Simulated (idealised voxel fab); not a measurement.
The following is a process module called voxel trench capacitor.
Shown is cross-section cut, with a width of 275 nm and square cells of size 5 nm.
Cross-section = grid of square cells, listed top down in bands; band = one or more rows. In this notation a band is specified by the heights of its top and bottom, in that order and in nm, after which its materials appear from left to right, each paired with its width in nm. The word "edge to edge" attached to a single material means that material fills the band from edge to edge; the word "blank" stands for empty space. Height datum 0, below which the as-received substrate wafer is one material. Lowest band open at the bottom, running downward: "0..down". The expression "30..40" gives the width at the extremes of the band, the first number at its top row of cells and the second at its bottom row, with the width changing by equal amounts from each row to the next in between. It should be understood that the words "no alterations made", when stated for a given step, signify that the cross-section underwent no change in any of its cells during that step. Reported under the label "Closed void register" are the empty spaces having no open way to the top and comprising 8 cells or more; the notation for each is width x height at distance, in which the distance is measured from the left edge and all three values are in nm. Formally, on a step line, whatever follows the settings is a remark that the simulator itself makes on the step. You can add "overlay nm" to a step's line. For a step with a mask, it describes how far the mask lay to the right of its planned position, and a negative number describes a lay to the left.

Planned process steps
1 RECEIVE [material Si]
2 CONFORMAL_DEP [material SiN] [thk nm 10]
3 DIRECTIONAL_DEP [material aC] [thk nm 10]
4 PATTERN [tone open] [mask id TRENCH] [material resist] [width nm 25] [pitch nm 40] [thk nm 25] [overlay nm -15]
5 DIRECTIONAL_ETCH [etch materials aC] [depth nm 10]
6 STRIP [etch materials resist]
7 DIRECTIONAL_ETCH [etch materials SiN] [depth nm 10]
8 DIRECTIONAL_ETCH [etch materials Si] [depth nm 30]
9 STRIP [etch materials aC]
10 CONFORMAL_DEP [material HfO2] [thk nm 5]
11 CONFORMAL_DEP [material TiN] [thk nm 5]
12 FILL_DEP [material W] [thk nm 10]
13 CMP [height nm 10]
Quick note for whoever runs this: the wafers start identical, but the overlay nm at step 4 isn't the same across them. The plan just shows what the first wafer had.

Received wafers, first of several: cross-section after step 1
> 0..down = Si edge to edge
> Closed void register: none

Cross-section, first of several wafers, end of module, after last step 13
> 10..0 = 90 SiN, 5 HfO2, 5 TiN, 5 W, 5 TiN, 5 HfO2, 15 SiN, 5 HfO2, 5 TiN, 5 W, 5 TiN, 5 HfO2, 120 SiN
> 0..-20 = 90 Si, 5 HfO2, 5 TiN, 5 W, 5 TiN, 5 HfO2, 15 Si, 5 HfO2, 5 TiN, 5 W, 5 TiN, 5 HfO2, 120 Si
> -20..-25 = 90 Si, 5 HfO2, 15 TiN, 5 HfO2, 15 Si, 5 HfO2, 15 TiN, 5 HfO2, 120 Si
> -25..-30 = 90 Si, 25 HfO2, 15 Si, 25 HfO2, 120 Si
> -30..down = Si edge to edge
> Closed void register: none

Of the several wafers, the last: cross-section at the end of the module
> 10..0 = 120 SiN, 5 HfO2, 5 TiN, 5 W, 5 TiN, 5 HfO2, 15 SiN, 5 HfO2, 5 TiN, 5 W, 5 TiN, 5 HfO2, 90 SiN
> 0..-20 = 120 Si, 5 HfO2, 5 TiN, 5 W, 5 TiN, 5 HfO2, 15 Si, 5 HfO2, 5 TiN, 5 W, 5 TiN, 5 HfO2, 90 Si
> -20..-25 = 120 Si, 5 HfO2, 15 TiN, 5 HfO2, 15 Si, 5 HfO2, 15 TiN, 5 HfO2, 90 Si
> -25..-30 = 120 Si, 25 HfO2, 15 Si, 25 HfO2, 90 Si
> -30..down = Si edge to edge
> Closed void register: none

So in this table every wafer gets its own row, and what you see is where it stands at the end of the module: for each material, how many cells it picked up (+) or gave up (-) since we received it, and after that its closed voids
overlay nm -15 | +38 HfO2 | -60 Si | +90 SiN | +30 TiN | +12 W | Closed void register: none
overlay nm -10 | +38 HfO2 | -60 Si | +90 SiN | +30 TiN | +12 W | Closed void register: none
overlay nm -5 | +38 HfO2 | -60 Si | +90 SiN | +30 TiN | +12 W | Closed void register: none
overlay nm 0 | +38 HfO2 | -60 Si | +90 SiN | +30 TiN | +12 W | Closed void register: none
overlay nm 5 | +38 HfO2 | -60 Si | +90 SiN | +30 TiN | +12 W | Closed void register: none
overlay nm 10 | +38 HfO2 | -60 Si | +90 SiN | +30 TiN | +12 W | Closed void register: none
overlay nm 15 | +38 HfO2 | -60 Si | +90 SiN | +30 TiN | +12 W | Closed void register: none
